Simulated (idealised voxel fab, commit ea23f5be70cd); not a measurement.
Process module, titled voxel wiring stack
Square cells of 5 nm make up the cross-section cut, whose width is 230 nm.
Format of a cross-section: grid, square cells. Given as bands. Order: top down. Band: one or more rows of cells. Quick guide to a band line: top height, bottom height (nm) up front; then every material left to right with its width in nm. Only one material and it's marked "everywhere"? Then it fills the band edge to edge. And "empty" just means empty space. Height is counted from the level 0, under which the received wafer is composed throughout of one material. The lowest of the bands is not closed at the bottom but continues downward, in the notation "0 nm and below". A width given as "30 to 40" starts at the first number in the band's top row and ends at the second number in its bottom row, shifting by an equal amount at every step from row to row. Basically "nothing changed" means that step didn't change any cell in the cross-section. For the entry "Unvented internal voids", the listed items are empty spaces with no open way to the top whose size is 8 cells or more; each item follows the pattern width x height at distance, where distance is from the left edge and all three are in nm. Whatever follows a step's settings on its line is a remark the simulator itself makes about that step. "overlay nm" on a masked step: distance the mask lay right of its planned place, negative for left.

Steps planned for the process
1. RECEIVE | material Si
2. CONFORMAL_DEP | material SiO2 | thk nm 10
3. DIRECTIONAL_DEP | material TiN | thk nm 5
4. DIRECTIONAL_DEP | material W | thk nm 20
5. DIRECTIONAL_DEP | material aC | thk nm 10
6. PATTERN | tone cover | mask id METAL_1 | material resist | width nm 25 | pitch nm 55 | thk nm 30 | overlay nm 0
7. DIRECTIONAL_ETCH | etch materials aC | depth nm 10
8. STRIP | etch materials resist
9. DIRECTIONAL_ETCH | etch materials W | depth nm 20
10. DIRECTIONAL_ETCH | etch materials TiN | depth nm 5
11. STRIP | etch materials aC
12. CONFORMAL_DEP | material SiN | thk nm 5
13. FILL_DEP | material lowk | thk nm 5
14. CMP | height nm 35
15. CONFORMAL_DEP | material SiCN | thk nm 5
16. DIRECTIONAL_DEP | material lowk | thk nm 30
17. DIRECTIONAL_DEP | material aC | thk nm 15
18. PATTERN | tone open | mask id METAL_2_HOLES | material resist | width nm 15 | pitch nm 110 | thk nm 35 | overlay nm 0
19. DIRECTIONAL_ETCH | etch materials aC | depth nm 15
20. STRIP | etch materials resist
21. DIRECTIONAL_ETCH | etch materials lowk | depth nm 30
22. STRIP | etch materials aC
23. DIRECTIONAL_DEP | material aC | thk nm 10
24. PATTERN | tone open | mask id METAL_2 | material resist | width nm 25 | pitch nm 55 | thk nm 25 | overlay nm 0
25. DIRECTIONAL_ETCH | etch materials aC | depth nm 10
26. STRIP | etch materials resist
27. DIRECTIONAL_ETCH | etch materials lowk | depth nm 20
28. DIRECTIONAL_ETCH | etch materials SiCN | depth nm 5
29. STRIP | etch materials aC
30. CONFORMAL_DEP | material TiN | thk nm 5
31. FILL_DEP | material Cu | thk nm 10
32. CMP | height nm 70
33. CONFORMAL_DEP | material SiCN | thk nm 5
34. DIRECTIONAL_DEP | material SiO2 | thk nm 30
35. MASKED_ETCH | tone open | mask id METAL_3_HOLES | width nm 15 | pitch nm 110 | etch materials SiO2 | depth nm 30 | overlay nm 0
36. PATTERN | tone open | mask id METAL_3 | material resist | width nm 25 | pitch nm 55 | thk nm 15 | overlay nm 0
37. DIRECTIONAL_ETCH | etch materials SiO2 | depth nm 15
38. DIRECTIONAL_ETCH | etch materials SiCN | depth nm 5
39. STRIP | etch materials resist
40. CONFORMAL_DEP | material TiN | thk nm 5
41. FILL_DEP | material Cu | thk nm 10
42. CMP | height nm 105
43. CONFORMAL_DEP | material SiCN | thk nm 5
44. DIRECTIONAL_DEP | material SiO2 | thk nm 15
45. PATTERN | tone open | mask id PLUG_3 | material resist | width nm 15 | pitch nm 55 | thk nm 15 | overlay nm 0
46. DIRECTIONAL_ETCH | etch materials SiO2 | depth nm 15
47. DIRECTIONAL_ETCH | etch materials SiCN | depth nm 5
48. STRIP | etch materials resist
49. EPI | material Ru | thk nm 10
50. EPI | material Ru | thk nm 10
51. DIRECTIONAL_DEP | material TiN | thk nm 5
52. DIRECTIONAL_DEP | material Ru | thk nm 20
53. DIRECTIONAL_DEP | material aC | thk nm 15
54. PATTERN | tone cover | mask id METAL_4 | material resist | width nm 25 | pitch nm 55 | thk nm 35 | overlay nm 0
55. DIRECTIONAL_ETCH | etch materials aC | depth nm 15
56. STRIP | etch materials resist
57. DIRECTIONAL_ETCH | etch materials Ru | depth nm 20
58. DIRECTIONAL_ETCH | etch materials TiN | depth nm 5
59. STRIP | etch materials aC
60. CONFORMAL_DEP | material SiCN | thk nm 5
61. FILL_DEP | material lowk | thk nm 5
62. CMP | height nm 150
63. CONFORMAL_DEP | material SiCN | thk nm 5

Cross-section of the wafer at receipt, which is the condition after step 1
  0 nm and below = Si everywhere
  Unvented internal voids: none

Post-module cross-section of the first of two wafers (run per plan)
  155 nm to 150 nm = SiCN everywhere
  150 nm to 130 nm = lowk=15; SiCN=5; Ru=25; SiCN=5; lowk=20; SiCN=5; Ru=25; SiCN=5; lowk=20; SiCN=5; Ru=25; SiCN=5; lowk=20; SiCN=5; Ru=25; SiCN=5; lowk=15
  130 nm to 125 nm = SiCN=20; TiN=25; SiCN=30; TiN=25; SiCN=30; TiN=25; SiCN=30; TiN=25; SiCN=20
  125 nm to 110 nm = SiO2=20; Ru=15; SiO2=40; Ru=15; SiO2=40; Ru=15; SiO2=40; Ru=15; SiO2=30
  110 nm to 105 nm = SiCN=20; Ru=15; SiCN=40; Ru=15; SiCN=40; Ru=15; SiCN=40; Ru=15; SiCN=30
  105 nm to 95 nm = SiO2=20; TiN=5; Cu=15; TiN=5; SiO2=30; TiN=5; Cu=15; TiN=5; SiO2=30; TiN=5; Cu=15; TiN=5; SiO2=30; TiN=5; Cu=15; TiN=5; SiO2=20
  95 nm to 90 nm = SiO2=20; TiN=5; Cu=5; TiN=15; SiO2=30; TiN=25; SiO2=30; TiN=5; Cu=5; TiN=15; SiO2=30; TiN=25; SiO2=20
  90 nm to 75 nm = SiO2=20; TiN=5; Cu=5; TiN=5; SiO2=95; TiN=5; Cu=5; TiN=5; SiO2=85
  75 nm to 70 nm = SiCN=20; TiN=15; SiCN=95; TiN=15; SiCN=85
  70 nm to 55 nm = lowk=20; TiN=5; Cu=15; TiN=5; lowk=30; TiN=5; Cu=15; TiN=5; lowk=30; TiN=5; Cu=15; TiN=5; lowk=30; TiN=5; Cu=15; TiN=5; lowk=20
  55 nm to 50 nm = lowk=20; TiN=5; Cu=5; TiN=15; lowk=30; TiN=25; lowk=30; TiN=5; Cu=5; TiN=15; lowk=30; TiN=25; lowk=20
  50 nm to 40 nm = lowk=20; TiN=5; Cu=5; TiN=5; lowk=95; TiN=5; Cu=5; TiN=5; lowk=85
  40 nm to 35 nm = SiCN=20; TiN=15; SiCN=95; TiN=15; SiCN=85
  35 nm to 15 nm = lowk=15; SiN=5; W=25; SiN=5; lowk=20; SiN=5; W=25; SiN=5; lowk=20; SiN=5; W=25; SiN=5; lowk=20; SiN=5; W=25; SiN=5; lowk=15
  15 nm to 10 nm = SiN=20; TiN=25; SiN=30; TiN=25; SiN=30; TiN=25; SiN=30; TiN=25; SiN=20
  10 nm to 0 nm = SiO2 everywhere
  0 nm and below = Si everywhere
  Unvented internal voids: none

This cross-section belongs to the second wafer of two at the end of the module; the start and the plan were shared with the first, and the run included one mistake
  155 nm to 150 nm = SiCN everywhere
  150 nm to 130 nm = lowk=15; SiCN=5; Ru=25; SiCN=5; lowk=20; SiCN=5; Ru=25; SiCN=5; lowk=20; SiCN=5; Ru=25; SiCN=5; lowk=20; SiCN=5; Ru=25; SiCN=5; lowk=15
  130 nm to 125 nm = SiCN=20; TiN=25; SiCN=30; TiN=25; SiCN=30; TiN=25; SiCN=30; TiN=25; SiCN=20
  125 nm to 110 nm = SiO2=20; Ru=15; SiO2=40; Ru=15; SiO2=40; Ru=15; SiO2=40; Ru=15; SiO2=30
  110 nm to 105 nm = SiCN=20; Ru=15; SiCN=40; Ru=15; SiCN=40; Ru=15; SiCN=40; Ru=15; SiCN=30
  105 nm to 75 nm = SiO2=20; TiN=5; Cu=15; TiN=5; SiO2=30; TiN=5; Cu=15; TiN=5; SiO2=30; TiN=5; Cu=15; TiN=5; SiO2=30; TiN=5; Cu=15; TiN=5; SiO2=20
  75 nm to 70 nm = SiCN=20; TiN=25; SiCN=30; TiN=25; SiCN=30; TiN=25; SiCN=30; TiN=25; SiCN=20
  70 nm to 55 nm = lowk=20; TiN=5; Cu=15; TiN=5; lowk=30; TiN=5; Cu=15; TiN=5; lowk=30; TiN=5; Cu=15; TiN=5; lowk=30; TiN=5; Cu=15; TiN=5; lowk=20
  55 nm to 50 nm = lowk=20; TiN=5; Cu=5; TiN=15; lowk=30; TiN=25; lowk=30; TiN=5; Cu=5; TiN=15; lowk=30; TiN=25; lowk=20
  50 nm to 40 nm = lowk=20; TiN=5; Cu=5; TiN=5; lowk=95; TiN=5; Cu=5; TiN=5; lowk=85
  40 nm to 35 nm = SiCN=20; TiN=15; SiCN=95; TiN=15; SiCN=85
  35 nm to 15 nm = lowk=15; SiN=5; W=25; SiN=5; lowk=20; SiN=5; W=25; SiN=5; lowk=20; SiN=5; W=25; SiN=5; lowk=20; SiN=5; W=25; SiN=5; lowk=15
  15 nm to 10 nm = SiN=20; TiN=25; SiN=30; TiN=25; SiN=30; TiN=25; SiN=30; TiN=25; SiN=20
  10 nm to 0 nm = SiO2 everywhere
  0 nm and below = Si everywhere
  Unvented internal voids: none
Here's what went sideways: step 37 of the plan was performed twice
The final cell counts differ between the wafers, with the second having more or fewer of some materials than the first: +40 Cu | -14 SiCN | -42 SiO2 | +16 TiN
